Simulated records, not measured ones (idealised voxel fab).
process module | voxel transistor to metal
cross-section cut | 280 nm wide | cells 5 nm
A cross-section is a grid of square cells, given in bands from the top down. A band is one or more rows of cells.
Each band's line starts with the height of the band's top and of its bottom, in nm. Then come its materials from left to right, each with its width in nm. One material with "throughout" fills the band from edge to edge. "air" is empty space.
Height 0 is the level under which the wafer as received is all one material. The lowest band goes on downwards, as in "0 down".
A width such as "30 to 40" changes by the same amount from each row of cells to the next, from the band's top row to its bottom row.
"no change" after a step means that no cell of the cross-section changed.
closed voids: empty space of 8 cells or more with no open way to the top, each as width x height at its distance from the left edge, in nm
after a step's settings: what the simulator itself notes on the step
overlay nm, on a step with a mask: how far to the right of its planned place the mask lay; to the left if negative
Each pair below shows a cross-section before one step and the cross-section after it, down to the lowest band that changed. The line under each pair gives the step between them, with its settings. The pairs can come from different runs of this module on the same starting wafer, so a pair continues from the pair above only where its "before" says so.
before
  110 to 105: TiN 30 | air 10 | TiN 120 | air 10 | TiN 110
  105 to 95: lowk 25 | TiN 5 | air 10 | TiN 5 | lowk 110 | TiN 5 | air 10 | TiN 5 | lowk 105
  95 to 90: lowk 25 | TiN 5 | air 5 | TiN 10 | lowk 110 | TiN 5 | air 5 | TiN 10 | lowk 105
  90 to 80: lowk 25 | TiN 5 | air 5 | TiN 5 | lowk 115 | TiN 5 | air 5 | TiN 5 | lowk 110
  80 to 75: SiCN 25 | TiN 15 | SiCN 115 | TiN 15 | SiCN 110
  75 to 70: SiCN 20 | Ru 30 | SiCN 50 | Ru 30 | SiCN 20 | Ru 30 | SiCN 50 | Ru 30 | SiCN 20
  70 to 65: SiO2 25 | TiN 5 | W 10 | TiN 5 | SiO2 60 | TiN 5 | W 10 | TiN 5 | SiO2 30 | TiN 5 | W 10 | TiN 5 | SiO2 60 | TiN 5 | W 10 | TiN 5 | SiO2 25
  65 to 60: SiCN 25 | TiN 20 | SiCN 60 | TiN 20 | SiCN 30 | TiN 20 | SiCN 60 | TiN 20 | SiCN 25
  60 to 50: Ru throughout
  50 to 45: TiN 30 | Ru 10 | TiN 70 | Ru 10 | TiN 40 | Ru 10 | TiN 70 | Ru 10 | TiN 30
  45 to 35: SiO2 25 | TiN 5 | Ru 10 | TiN 5 | SiO2 60 | TiN 5 | Ru 10 | TiN 5 | SiO2 30 | TiN 5 | Ru 10 | TiN 5 | SiO2 60 | TiN 5 | Ru 10 | TiN 5 | SiO2 25
  35 to 25: SiO2 25 | TiN 5 | Ru 10 | TiN 5 | SiO2 15 | SiN 5 | SiCN 20 | SiN 5 | SiO2 15 | TiN 5 | Ru 10 | TiN 5 | SiO2 30 | TiN 5 | Ru 10 | TiN 5 | SiO2 15 | SiN 5 | SiCN 20 | SiN 5 | SiO2 15 | TiN 5 | Ru 10 | TiN 5 | SiO2 25
  25 to 5: SiO2 25 | TiN 5 | Ru 10 | TiN 5 | SiO2 15 | SiN 5 | polySi 20 | SiN 5 | SiO2 15 | TiN 5 | Ru 10 | TiN 5 | SiO2 30 | TiN 5 | Ru 10 | TiN 5 | SiO2 15 | SiN 5 | polySi 20 | SiN 5 | SiO2 15 | TiN 5 | Ru 10 | TiN 5 | SiO2 25
  5 to 0: SiO2 25 | TiN 5 | Ru 10 | TiN 5 | SiO2 5 | SiGe 10 | SiN 5 | polySi 20 | SiN 5 | SiGe 10 | SiO2 5 | TiN 5 | Ru 10 | TiN 5 | SiO2 30 | TiN 5 | Ru 10 | TiN 5 | SiO2 5 | SiGe 10 | SiN 5 | polySi 20 | SiN 5 | SiGe 10 | SiO2 5 | TiN 5 | Ru 10 | TiN 5 | SiO2 25
  0 to -5: SiO2 25 | TiN 20 | SiO2 5 | SiGe 10 | SiO2 30 | SiGe 10 | SiO2 5 | TiN 20 | SiO2 30 | TiN 20 | SiO2 5 | SiGe 10 | SiO2 30 | SiGe 10 | SiO2 5 | TiN 20 | SiO2 25
  -5 to -15: SiO2 20 | SiGe 40 | Si 30 | SiGe 40 | SiO2 20 | SiGe 40 | Si 30 | SiGe 40 | SiO2 20
  -15 to -20: SiO2 20 | Si 110 | SiO2 20 | Si 110 | SiO2 20
  -20 down: Si throughout
  closed voids: none
after
  115 to 110: Cu throughout
  110 to 105: TiN 30 | Cu 10 | TiN 120 | Cu 10 | TiN 110
  105 to 95: lowk 25 | TiN 5 | Cu 10 | TiN 5 | lowk 110 | TiN 5 | Cu 10 | TiN 5 | lowk 105
  95 to 90: lowk 25 | TiN 5 | Cu 5 | TiN 10 | lowk 110 | TiN 5 | Cu 5 | TiN 10 | lowk 105
  90 to 80: lowk 25 | TiN 5 | Cu 5 | TiN 5 | lowk 115 | TiN 5 | Cu 5 | TiN 5 | lowk 110
  below 80: unchanged
  closed voids: none
the step between: op FILL_DEP | material Cu | thk nm 5
before: the cross-section after the pair above
after
  105 to 95: lowk 25 | TiN 5 | Cu 10 | TiN 5 | lowk 110 | TiN 5 | Cu 10 | TiN 5 | lowk 105
  below 95: unchanged
  closed voids: none
the step between: op CMP | height nm 105
before: the cross-section after the pair above
after
  110 to 105: SiCN throughout
  below 105: unchanged
  closed voids: none
the step between: op CONFORMAL_DEP | material SiCN | thk nm 5
before
  105 to 80: lowk throughout
  80 to 75: SiCN throughout
  75 to 70: SiCN 20 | Ru 30 | SiCN 50 | Ru 30 | SiCN 20 | Ru 30 | SiCN 50 | Ru 30 | SiCN 20
  70 to 50: SiO2 25 | TiN 5 | W 10 | TiN 5 | SiO2 60 | TiN 5 | W 10 | TiN 5 | SiO2 30 | TiN 5 | W 10 | TiN 5 | SiO2 60 | TiN 5 | W 10 | TiN 5 | SiO2 25
  50 to 45: SiCN 25 | TiN 20 | SiCN 60 | TiN 20 | SiCN 30 | TiN 20 | SiCN 60 | TiN 20 | SiCN 25
  45 to 35: SiO2 25 | TiN 5 | Ru 10 | TiN 5 | SiO2 60 | TiN 5 | Ru 10 | TiN 5 | SiO2 30 | TiN 5 | Ru 10 | TiN 5 | SiO2 60 | TiN 5 | Ru 10 | TiN 5 | SiO2 25
  35 to 25: SiO2 25 | TiN 5 | Ru 10 | TiN 5 | SiO2 15 | SiN 5 | SiCN 20 | SiN 5 | SiO2 15 | TiN 5 | Ru 10 | TiN 5 | SiO2 30 | TiN 5 | Ru 10 | TiN 5 | SiO2 15 | SiN 5 | SiCN 20 | SiN 5 | SiO2 15 | TiN 5 | Ru 10 | TiN 5 | SiO2 25
  25 to 5: SiO2 25 | TiN 5 | Ru 10 | TiN 5 | SiO2 15 | SiN 5 | polySi 20 | SiN 5 | SiO2 15 | TiN 5 | Ru 10 | TiN 5 | SiO2 30 | TiN 5 | Ru 10 | TiN 5 | SiO2 15 | SiN 5 | polySi 20 | SiN 5 | SiO2 15 | TiN 5 | Ru 10 | TiN 5 | SiO2 25
  5 to 0: SiO2 25 | TiN 5 | Ru 10 | TiN 5 | SiO2 5 | SiGe 10 | SiN 5 | polySi 20 | SiN 5 | SiGe 10 | SiO2 5 | TiN 5 | Ru 10 | TiN 5 | SiO2 30 | TiN 5 | Ru 10 | TiN 5 | SiO2 5 | SiGe 10 | SiN 5 | polySi 20 | SiN 5 | SiGe 10 | SiO2 5 | TiN 5 | Ru 10 | TiN 5 | SiO2 25
  0 to -5: SiO2 25 | TiN 20 | SiO2 5 | SiGe 10 | SiO2 30 | SiGe 10 | SiO2 5 | TiN 20 | SiO2 30 | TiN 20 | SiO2 5 | SiGe 10 | SiO2 30 | SiGe 10 | SiO2 5 | TiN 20 | SiO2 25
  -5 to -15: SiO2 20 | SiGe 40 | Si 30 | SiGe 40 | SiO2 20 | SiGe 40 | Si 30 | SiGe 40 | SiO2 20
  -15 to -20: SiO2 20 | Si 110 | SiO2 20 | Si 110 | SiO2 20
  -20 down: Si throughout
  closed voids: none
after
  130 to 80: lowk throughout
  below 80: unchanged
  closed voids: none
the step between: op DIRECTIONAL_DEP | material lowk | thk nm 25
before: the cross-section after the pair above
after
  145 to 130: resist 25 | air 20 | resist 110 | air 20 | resist 105
  below 130: unchanged
  closed voids: none
the step between: op PATTERN | tone open | mask id METAL_2 | material resist | width nm 20 | pitch nm 130 | thk nm 15 | overlay nm 0
before: the cross-section after the pair above
after
  145 to 130: resist 25 | air 20 | resist 110 | air 20 | resist 105
  130 to 115: lowk 25 | air 20 | lowk 110 | air 20 | lowk 105
  below 115: unchanged
  closed voids: none
the step between: op DIRECTIONAL_ETCH | etch materials lowk | depth nm 15
before: the cross-section after the pair above
after
  130 to 115: lowk 25 | air 20 | lowk 110 | air 20 | lowk 105
  below 115: unchanged
  closed voids: none
the step between: op STRIP | etch materials resist
before: the cross-section after the pair above
after
  145 to 130: resist 25 | air 15 | resist 115 | air 15 | resist 110
  130 to 115: lowk 25 | air 15 | resist 5 | lowk 110 | air 15 | resist 5 | lowk 105
  below 115: unchanged
  closed voids: none
the step between: op PATTERN | tone open | mask id METAL_2_HOLES | material resist | width nm 15 | pitch nm 130 | thk nm 15 | overlay nm 0
before: the cross-section after the pair above
after
  145 to 130: resist 25 | air 15 | resist 115 | air 15 | resist 110
  130 to 115: lowk 25 | air 15 | resist 5 | lowk 110 | air 15 | resist 5 | lowk 105
  115 to 105: lowk 25 | air 15 | lowk 115 | air 15 | lowk 110
  below 105: unchanged
  closed voids: none
the step between: op DIRECTIONAL_ETCH | etch materials lowk | depth nm 10
before: the cross-section after the pair above
after
  130 to 115: lowk 25 | air 20 | lowk 110 | air 20 | lowk 105
  below 115: unchanged
  closed voids: none
the step between: op STRIP | etch materials resist
before: the cross-section after the pair above
after
  135 to 130: TiN 30 | air 10 | TiN 120 | air 10 | TiN 110
  130 to 120: lowk 25 | TiN 5 | air 10 | TiN 5 | lowk 110 | TiN 5 | air 10 | TiN 5 | lowk 105
  120 to 110: lowk 25 | TiN 5 | air 5 | TiN 10 to 5 | lowk 110 to 115 | TiN 5 | air 5 | TiN 10 to 5 | lowk 105 to 110
  110 to 105: lowk 25 | TiN 15 | lowk 115 | TiN 15 | lowk 110
  below 105: unchanged
  closed voids: none
the step between: op CONFORMAL_DEP | material TiN | thk nm 5
before: the cross-section after the pair above
after
  140 to 135: Cu throughout
  135 to 130: TiN 30 | Cu 10 | TiN 120 | Cu 10 | TiN 110
  130 to 120: lowk 25 | TiN 5 | Cu 10 | TiN 5 | lowk 110 | TiN 5 | Cu 10 | TiN 5 | lowk 105
  120 to 110: lowk 25 | TiN 5 | Cu 5 | TiN 10 to 5 | lowk 110 to 115 | TiN 5 | Cu 5 | TiN 10 to 5 | lowk 105 to 110
  below 110: unchanged
  closed voids: none
the step between: op FILL_DEP | material Cu | thk nm 5
before: the cross-section after the pair above
after
  105 to 80: lowk throughout
  below 80: unchanged
  closed voids: none
the step between: op CMP | height nm 105
before: the cross-section after the pair above
after
  110 to 105: SiCN throughout
  below 105: unchanged
  closed voids: none
the step between: op CONFORMAL_DEP | material SiCN | thk nm 5
before
  45 to 35: SiO2 25 | TiN 5 | Ru 10 | TiN 5 | SiO2 60 | TiN 5 | Ru 10 | TiN 5 | SiO2 30 | TiN 5 | Ru 10 | TiN 5 | SiO2 60 | TiN 5 | Ru 10 | TiN 5 | SiO2 25
  35 to 25: SiO2 25 | TiN 5 | Ru 10 | TiN 5 | SiO2 15 | SiN 5 | SiCN 20 | SiN 5 | SiO2 15 | TiN 5 | Ru 10 | TiN 5 | SiO2 30 | TiN 5 | Ru 10 | TiN 5 | SiO2 15 | SiN 5 | SiCN 20 | SiN 5 | SiO2 15 | TiN 5 | Ru 10 | TiN 5 | SiO2 25
  25 to 5: SiO2 25 | TiN 5 | Ru 10 | TiN 5 | SiO2 15 | SiN 5 | polySi 20 | SiN 5 | SiO2 15 | TiN 5 | Ru 10 | TiN 5 | SiO2 30 | TiN 5 | Ru 10 | TiN 5 | SiO2 15 | SiN 5 | polySi 20 | SiN 5 | SiO2 15 | TiN 5 | Ru 10 | TiN 5 | SiO2 25
  5 to 0: SiO2 25 | TiN 5 | Ru 10 | TiN 5 | SiO2 5 | SiGe 10 | SiN 5 | polySi 20 | SiN 5 | SiGe 10 | SiO2 5 | TiN 5 | Ru 10 | TiN 5 | SiO2 30 | TiN 5 | Ru 10 | TiN 5 | SiO2 5 | SiGe 10 | SiN 5 | polySi 20 | SiN 5 | SiGe 10 | SiO2 5 | TiN 5 | Ru 10 | TiN 5 | SiO2 25
  0 to -5: SiO2 25 | TiN 20 | SiO2 5 | SiGe 10 | SiO2 30 | SiGe 10 | SiO2 5 | TiN 20 | SiO2 30 | TiN 20 | SiO2 5 | SiGe 10 | SiO2 30 | SiGe 10 | SiO2 5 | TiN 20 | SiO2 25
  -5 to -15: SiO2 20 | SiGe 40 | Si 30 | SiGe 40 | SiO2 20 | SiGe 40 | Si 30 | SiGe 40 | SiO2 20
  -15 to -20: SiO2 20 | Si 110 | SiO2 20 | Si 110 | SiO2 20
  -20 down: Si throughout
  closed voids: none
after
  65 to 45: SiO2 throughout
  below 45: unchanged
  closed voids: none
the step between: op DIRECTIONAL_DEP | material SiO2 | thk nm 20
before: the cross-section after the pair above
after
  70 to 65: SiCN throughout
  below 65: unchanged
  closed voids: none
the step between: op CONFORMAL_DEP | material SiCN | thk nm 5
before: the cross-section after the pair above
after
  70 to 65: SiCN 25 | air 20 | SiCN 60 | air 20 | SiCN 30 | air 20 | SiCN 60 | air 20 | SiCN 25
  below 65: unchanged
  closed voids: none
the step between: op MASKED_ETCH | tone open | mask id METAL_1 | width nm 20 | etch materials SiCN | depth nm 5 | overlay nm 0
before: the cross-section after the pair above
after
  75 to 70: TiN 30 | air 10 | TiN 70 | air 10 | TiN 40 | air 10 | TiN 70 | air 10 | TiN 30
  70 to 65: SiCN 25 | TiN 20 | SiCN 60 | TiN 20 | SiCN 30 | TiN 20 | SiCN 60 | TiN 20 | SiCN 25
  below 65: unchanged
  closed voids: none
the step between: op CONFORMAL_DEP | material TiN | thk nm 5
before: the cross-section after the pair above
after
  80 to 75: W throughout
  75 to 70: TiN 30 | W 10 | TiN 70 | W 10 | TiN 40 | W 10 | TiN 70 | W 10 | TiN 30
  below 70: unchanged
  closed voids: none
the step between: op FILL_DEP | material W | thk nm 5
before: the cross-section after the pair above
after
  70 to 65: SiCN 25 | TiN 20 | SiCN 60 | TiN 20 | SiCN 30 | TiN 20 | SiCN 60 | TiN 20 | SiCN 25
  below 65: unchanged
  closed voids: none
the step between: op CMP | height nm 70
before: the cross-section after the pair above
after
  75 to 70: air 20 | Ru 30 | air 50 | Ru 30 | air 20 | Ru 30 | air 50 | Ru 30 | air 20
  below 70: unchanged
  closed voids: none
the step between: op EPI | material Ru | thk nm 5
before: the cross-section after the pair above
after
  80 to 75: SiCN throughout
  75 to 70: SiCN 20 | Ru 30 | SiCN 50 | Ru 30 | SiCN 20 | Ru 30 | SiCN 50 | Ru 30 | SiCN 20
  below 70: unchanged
  closed voids: none
the step between: op FILL_DEP | material SiCN | thk nm 5
before: the cross-section after the pair above
after
  105 to 80: lowk throughout
  below 80: unchanged
  closed voids: none
the step between: op DIRECTIONAL_DEP | material lowk | thk nm 25
before: the cross-section after the pair above
after
  120 to 105: resist 25 | air 20 | resist 110 | air 20 | resist 105
  below 105: unchanged
  closed voids: none
the step between: op PATTERN | tone open | mask id METAL_2 | material resist | width nm 20 | pitch nm 130 | thk nm 15 | overlay nm 0
before: the cross-section after the pair above
after
  120 to 105: resist 25 | air 20 | resist 110 | air 20 | resist 105
  105 to 90: lowk 25 | air 20 | lowk 110 | air 20 | lowk 105
  below 90: unchanged
  closed voids: none
the step between: op DIRECTIONAL_ETCH | etch materials lowk | depth nm 15
before: the cross-section after the pair above
after
  105 to 90: lowk 25 | air 20 | lowk 110 | air 20 | lowk 105
  below 90: unchanged
  closed voids: none
the step between: op STRIP | etch materials resist
before: the cross-section after the pair above
after
  120 to 105: resist 25 | air 15 | resist 115 | air 15 | resist 110
  105 to 90: lowk 25 | air 15 | resist 5 | lowk 110 | air 15 | resist 5 | lowk 105
  below 90: unchanged
  closed voids: none
the step between: op PATTERN | tone open | mask id METAL_2_HOLES | material resist | width nm 15 | pitch nm 130 | thk nm 15 | overlay nm 0
before: the cross-section after the pair above
after
  120 to 105: resist 25 | air 15 | resist 115 | air 15 | resist 110
  105 to 90: lowk 25 | air 15 | resist 5 | lowk 110 | air 15 | resist 5 | lowk 105
  90 to 80: lowk 25 | air 15 | lowk 115 | air 15 | lowk 110
  below 80: unchanged
  closed voids: none
the step between: op DIRECTIONAL_ETCH | etch materials lowk | depth nm 10
before: the cross-section after the pair above
after
  120 to 105: resist 25 | air 15 | resist 115 | air 15 | resist 110
  105 to 90: lowk 25 | air 15 | resist 5 | lowk 110 | air 15 | resist 5 | lowk 105
  90 to 80: lowk 25 | air 15 | lowk 115 | air 15 | lowk 110
  80 to 75: SiCN 25 | air 15 | SiCN 115 | air 15 | SiCN 110
  below 75: unchanged
  closed voids: none
the step between: op DIRECTIONAL_ETCH | etch materials SiCN | depth nm 5
before: the cross-section after the pair above
after
  105 to 90: lowk 25 | air 20 | lowk 110 | air 20 | lowk 105
  below 90: unchanged
  closed voids: none
the step between: op STRIP | etch materials resist
before: the cross-section after the pair above
after
  110 to 105: TiN 30 | air 10 | TiN 120 | air 10 | TiN 110
  105 to 95: lowk 25 | TiN 5 | air 10 | TiN 5 | lowk 110 | TiN 5 | air 10 | TiN 5 | lowk 105
  95 to 90: lowk 25 | TiN 5 | air 5 | TiN 10 | lowk 110 | TiN 5 | air 5 | TiN 10 | lowk 105
  90 to 80: lowk 25 | TiN 5 | air 5 | TiN 5 | lowk 115 | TiN 5 | air 5 | TiN 5 | lowk 110
  80 to 75: SiCN 25 | TiN 15 | SiCN 115 | TiN 15 | SiCN 110
  below 75: unchanged
  closed voids: none
the step between: op CONFORMAL_DEP | material TiN | thk nm 5
before: the cross-section after the pair above
after
  115 to 110: Cu throughout
  110 to 105: TiN 30 | Cu 10 | TiN 120 | Cu 10 | TiN 110
  105 to 95: lowk 25 | TiN 5 | Cu 10 | TiN 5 | lowk 110 | TiN 5 | Cu 10 | TiN 5 | lowk 105
  95 to 90: lowk 25 | TiN 5 | Cu 5 | TiN 10 | lowk 110 | TiN 5 | Cu 5 | TiN 10 | lowk 105
  90 to 80: lowk 25 | TiN 5 | Cu 5 | TiN 5 | lowk 115 | TiN 5 | Cu 5 | TiN 5 | lowk 110
  below 80: unchanged
  closed voids: none
the step between: op FILL_DEP | material Cu | thk nm 5
before: the cross-section after the pair above
after
  105 to 95: lowk 25 | TiN 5 | Cu 10 | TiN 5 | lowk 110 | TiN 5 | Cu 10 | TiN 5 | lowk 105
  below 95: unchanged
  closed voids: none
the step between: op CMP | height nm 105
before: the cross-section after the pair above
after
  110 to 105: SiCN throughout
  below 105: unchanged
  closed voids: none
the step between: op CONFORMAL_DEP | material SiCN | thk nm 5
before
  80 to 75: W throughout
  75 to 70: TiN 30 | W 10 | TiN 70 | W 10 | TiN 40 | W 10 | TiN 70 | W 10 | TiN 30
  70 to 50: SiO2 25 | TiN 5 | W 10 | TiN 5 | SiO2 60 | TiN 5 | W 10 | TiN 5 | SiO2 30 | TiN 5 | W 10 | TiN 5 | SiO2 60 | TiN 5 | W 10 | TiN 5 | SiO2 25
  50 to 45: SiCN 25 | TiN 20 | SiCN 60 | TiN 20 | SiCN 30 | TiN 20 | SiCN 60 | TiN 20 | SiCN 25
  45 to 35: SiO2 25 | TiN 5 | Ru 10 | TiN 5 | SiO2 60 | TiN 5 | Ru 10 | TiN 5 | SiO2 30 | TiN 5 | Ru 10 | TiN 5 | SiO2 60 | TiN 5 | Ru 10 | TiN 5 | SiO2 25
  35 to 25: SiO2 25 | TiN 5 | Ru 10 | TiN 5 | SiO2 15 | SiN 5 | SiCN 20 | SiN 5 | SiO2 15 | TiN 5 | Ru 10 | TiN 5 | SiO2 30 | TiN 5 | Ru 10 | TiN 5 | SiO2 15 | SiN 5 | SiCN 20 | SiN 5 | SiO2 15 | TiN 5 | Ru 10 | TiN 5 | SiO2 25
  25 to 5: SiO2 25 | TiN 5 | Ru 10 | TiN 5 | SiO2 15 | SiN 5 | polySi 20 | SiN 5 | SiO2 15 | TiN 5 | Ru 10 | TiN 5 | SiO2 30 | TiN 5 | Ru 10 | TiN 5 | SiO2 15 | SiN 5 | polySi 20 | SiN 5 | SiO2 15 | TiN 5 | Ru 10 | TiN 5 | SiO2 25
  5 to 0: SiO2 25 | TiN 5 | Ru 10 | TiN 5 | SiO2 5 | SiGe 10 | SiN 5 | polySi 20 | SiN 5 | SiGe 10 | SiO2 5 | TiN 5 | Ru 10 | TiN 5 | SiO2 30 | TiN 5 | Ru 10 | TiN 5 | SiO2 5 | SiGe 10 | SiN 5 | polySi 20 | SiN 5 | SiGe 10 | SiO2 5 | TiN 5 | Ru 10 | TiN 5 | SiO2 25
  0 to -5: SiO2 25 | TiN 20 | SiO2 5 | SiGe 10 | SiO2 30 | SiGe 10 | SiO2 5 | TiN 20 | SiO2 30 | TiN 20 | SiO2 5 | SiGe 10 | SiO2 30 | SiGe 10 | SiO2 5 | TiN 20 | SiO2 25
  -5 to -15: SiO2 20 | SiGe 40 | Si 30 | SiGe 40 | SiO2 20 | SiGe 40 | Si 30 | SiGe 40 | SiO2 20
  -15 to -20: SiO2 20 | Si 110 | SiO2 20 | Si 110 | SiO2 20
  -20 down: Si throughout
  closed voids: none
after
  60 to 50: SiO2 25 | TiN 5 | W 10 | TiN 5 | SiO2 60 | TiN 5 | W 10 | TiN 5 | SiO2 30 | TiN 5 | W 10 | TiN 5 | SiO2 60 | TiN 5 | W 10 | TiN 5 | SiO2 25
  below 50: unchanged
  closed voids: none
the step between: op CMP | height nm 60
before: the cross-section after the pair above
after
  65 to 60: air 20 | Ru 30 | air 50 | Ru 30 | air 20 | Ru 30 | air 50 | Ru 30 | air 20
  below 60: unchanged
  closed voids: none
the step between: op EPI | material Ru | thk nm 5
before: the cross-section after the pair above
after
  70 to 65: SiCN throughout
  65 to 60: SiCN 20 | Ru 30 | SiCN 50 | Ru 30 | SiCN 20 | Ru 30 | SiCN 50 | Ru 30 | SiCN 20
  below 60: unchanged
  closed voids: none
the step between: op FILL_DEP | material SiCN | thk nm 5
before: the cross-section after the pair above
after
  95 to 70: lowk throughout
  below 70: unchanged
  closed voids: none
the step between: op DIRECTIONAL_DEP | material lowk | thk nm 25
before: the cross-section after the pair above
after
  110 to 95: resist 25 | air 20 | resist 110 | air 20 | resist 105
  below 95: unchanged
  closed voids: none
the step between: op PATTERN | tone open | mask id METAL_2 | material resist | width nm 20 | pitch nm 130 | thk nm 15 | overlay nm 0
before: the cross-section after the pair above
after
  110 to 95: resist 25 | air 20 | resist 110 | air 20 | resist 105
  95 to 80: lowk 25 | air 20 | lowk 110 | air 20 | lowk 105
  below 80: unchanged
  closed voids: none
the step between: op DIRECTIONAL_ETCH | etch materials lowk | depth nm 15
before: the cross-section after the pair above
after
  95 to 80: lowk 25 | air 20 | lowk 110 | air 20 | lowk 105
  below 80: unchanged
  closed voids: none
the step between: op STRIP | etch materials resist
before: the cross-section after the pair above
after
  110 to 95: resist 25 | air 15 | resist 115 | air 15 | resist 110
  95 to 80: lowk 25 | air 15 | resist 5 | lowk 110 | air 15 | resist 5 | lowk 105
  below 80: unchanged
  closed voids: none
the step between: op PATTERN | tone open | mask id METAL_2_HOLES | material resist | width nm 15 | pitch nm 130 | thk nm 15 | overlay nm 0
before: the cross-section after the pair above
after
  110 to 95: resist 25 | air 15 | resist 115 | air 15 | resist 110
  95 to 80: lowk 25 | air 15 | resist 5 | lowk 110 | air 15 | resist 5 | lowk 105
  80 to 70: lowk 25 | air 15 | lowk 115 | air 15 | lowk 110
  below 70: unchanged
  closed voids: none
the step between: op DIRECTIONAL_ETCH | etch materials lowk | depth nm 10
before: the cross-section after the pair above
after
  110 to 95: resist 25 | air 15 | resist 115 | air 15 | resist 110
  95 to 80: lowk 25 | air 15 | resist 5 | lowk 110 | air 15 | resist 5 | lowk 105
  80 to 70: lowk 25 | air 15 | lowk 115 | air 15 | lowk 110
  70 to 65: SiCN 25 | air 15 | SiCN 115 | air 15 | SiCN 110
  below 65: unchanged
  closed voids: none
the step between: op DIRECTIONAL_ETCH | etch materials SiCN | depth nm 5
before: the cross-section after the pair above
after
  95 to 80: lowk 25 | air 20 | lowk 110 | air 20 | lowk 105
  below 80: unchanged
  closed voids: none
the step between: op STRIP | etch materials resist
before: the cross-section after the pair above
after
  100 to 95: TiN 30 | air 10 | TiN 120 | air 10 | TiN 110
  95 to 85: lowk 25 | TiN 5 | air 10 | TiN 5 | lowk 110 | TiN 5 | air 10 | TiN 5 | lowk 105
  85 to 80: lowk 25 | TiN 5 | air 5 | TiN 10 | lowk 110 | TiN 5 | air 5 | TiN 10 | lowk 105
  80 to 70: lowk 25 | TiN 5 | air 5 | TiN 5 | lowk 115 | TiN 5 | air 5 | TiN 5 | lowk 110
  70 to 65: SiCN 25 | TiN 15 | SiCN 115 | TiN 15 | SiCN 110
  below 65: unchanged
  closed voids: none
the step between: op CONFORMAL_DEP | material TiN | thk nm 5
before: the cross-section after the pair above
after
  105 to 100: Cu throughout
  100 to 95: TiN 30 | Cu 10 | TiN 120 | Cu 10 | TiN 110
  95 to 85: lowk 25 | TiN 5 | Cu 10 | TiN 5 | lowk 110 | TiN 5 | Cu 10 | TiN 5 | lowk 105
  85 to 80: lowk 25 | TiN 5 | Cu 5 | TiN 10 | lowk 110 | TiN 5 | Cu 5 | TiN 10 | lowk 105
  80 to 70: lowk 25 | TiN 5 | Cu 5 | TiN 5 | lowk 115 | TiN 5 | Cu 5 | TiN 5 | lowk 110
  below 70: unchanged
  closed voids: none
the step between: op FILL_DEP | material Cu | thk nm 5
before: the cross-section after the pair above
after
  110 to 105: SiCN throughout
  below 105: unchanged
  closed voids: none
the step between: op CONFORMAL_DEP | material SiCN | thk nm 5
before
  35 to 25: SiCN throughout
  25 to 0: polySi throughout
  0 to -5: SiO2 throughout
  -5 to -20: SiO2 20 | Si 110 | SiO2 20 | Si 110 | SiO2 20
  -20 down: Si throughout
  closed voids: none
after
  35 to 25: air 65 | SiCN 25 | air 105 | SiCN 25 | air 60
  below 25: unchanged
  closed voids: none
the step between: op MASKED_ETCH | tone cover | mask id GATE | width nm 25 | pitch nm 130 | etch materials SiCN | depth nm 20 | overlay nm 0
before: the cross-section after the pair above
after
  35 to 25: air 65 | SiCN 25 | air 105 | SiCN 25 | air 60
  25 to 0: air 65 | polySi 25 | air 105 | polySi 25 | air 60
  below 0: unchanged
  closed voids: none
the step between: op MASKED_ETCH | tone cover | mask id GATE | width nm 20 | pitch nm 130 | etch materials polySi | depth nm 35 | overlay nm 0
before: the cross-section after the pair above
after
  40 to 35: air 60 | SiN 35 | air 95 | SiN 35 | air 55
  35 to 25: air 60 | SiN 5 | SiCN 25 | SiN 5 | air 95 | SiN 5 | SiCN 25 | SiN 5 | air 55
  25 to 5: air 60 | SiN 5 | polySi 25 | SiN 5 | air 95 | SiN 5 | polySi 25 | SiN 5 | air 55
  5 to 0: SiN 65 | polySi 25 | SiN 105 | polySi 25 | SiN 60
  below 0: unchanged
  closed voids: none
the step between: op CONFORMAL_DEP | material SiN | thk nm 5
before: the cross-section after the pair above
after
  35 to 25: air 60 | SiN 5 | SiCN 25 | SiN 5 | air 95 | SiN 5 | SiCN 25 | SiN 5 | air 55
  25 to 0: air 60 | SiN 5 | polySi 25 | SiN 5 | air 95 | SiN 5 | polySi 25 | SiN 5 | air 55
  below 0: unchanged
  closed voids: none
the step between: op DIRECTIONAL_ETCH | etch materials SiN | depth nm 5
before: the cross-section after the pair above
after
  35 to 25: air 60 | SiN 5 | SiCN 25 | SiN 5 | air 95 | SiN 5 | SiCN 25 | SiN 5 | air 55
  25 to 0: air 60 | SiN 5 | polySi 25 | SiN 5 | air 95 | SiN 5 | polySi 25 | SiN 5 | air 55
  0 to -5: air 60 | SiO2 35 | air 95 | SiO2 35 | air 55
  below -5: unchanged
  closed voids: none
the step between: op DIRECTIONAL_ETCH | etch materials SiO2 | depth nm 5
before: the cross-section after the pair above
after
  35 to 25: air 60 | SiN 5 | SiCN 25 | SiN 5 | air 95 | SiN 5 | SiCN 25 | SiN 5 | air 55
  25 to 0: air 60 | SiN 5 | polySi 25 | SiN 5 | air 95 | SiN 5 | polySi 25 | SiN 5 | air 55
  0 to -5: air 60 | SiO2 35 | air 95 | SiO2 35 | air 55
  -5 to -15: SiO2 20 | air 40 | Si 35 | air 35 | SiO2 20 | air 40 | Si 35 | air 35 | SiO2 20
  below -15: unchanged
  closed voids: none
the step between: op DIRECTIONAL_ETCH | etch materials Si | depth nm 10
before: the cross-section after the pair above
after
  35 to 25: air 60 | SiN 5 | SiCN 25 | SiN 5 | air 95 | SiN 5 | SiCN 25 | SiN 5 | air 55
  25 to 5: air 60 | SiN 5 | polySi 25 | SiN 5 | air 95 | SiN 5 | polySi 25 | SiN 5 | air 55
  5 to 0: air 50 | SiGe 10 | SiN 5 | polySi 25 | SiN 5 | SiGe 10 | air 75 | SiGe 10 | SiN 5 | polySi 25 | SiN 5 | SiGe 10 | air 45
  0 to -5: air 50 | SiGe 10 | SiO2 35 | SiGe 10 | air 75 | SiGe 10 | SiO2 35 | SiGe 10 | air 45
  -5 to -15: SiO2 20 | SiGe 40 | Si 35 | SiGe 35 | SiO2 20 | SiGe 40 | Si 35 | SiGe 35 | SiO2 20
  below -15: unchanged
  closed voids: none
the step between: op EPI | material SiGe | thk nm 10
before: the cross-section after the pair above
after
  45 to 35: SiO2 throughout
  35 to 25: SiO2 60 | SiN 5 | SiCN 25 | SiN 5 | SiO2 95 | SiN 5 | SiCN 25 | SiN 5 | SiO2 55
  25 to 5: SiO2 60 | SiN 5 | polySi 25 | SiN 5 | SiO2 95 | SiN 5 | polySi 25 | SiN 5 | SiO2 55
  5 to 0: SiO2 50 | SiGe 10 | SiN 5 | polySi 25 | SiN 5 | SiGe 10 | SiO2 75 | SiGe 10 | SiN 5 | polySi 25 | SiN 5 | SiGe 10 | SiO2 45
  0 to -5: SiO2 50 | SiGe 10 | SiO2 35 | SiGe 10 | SiO2 75 | SiGe 10 | SiO2 35 | SiGe 10 | SiO2 45
  below -5: unchanged
  closed voids: none
the step between: op FILL_DEP | material SiO2 | thk nm 10
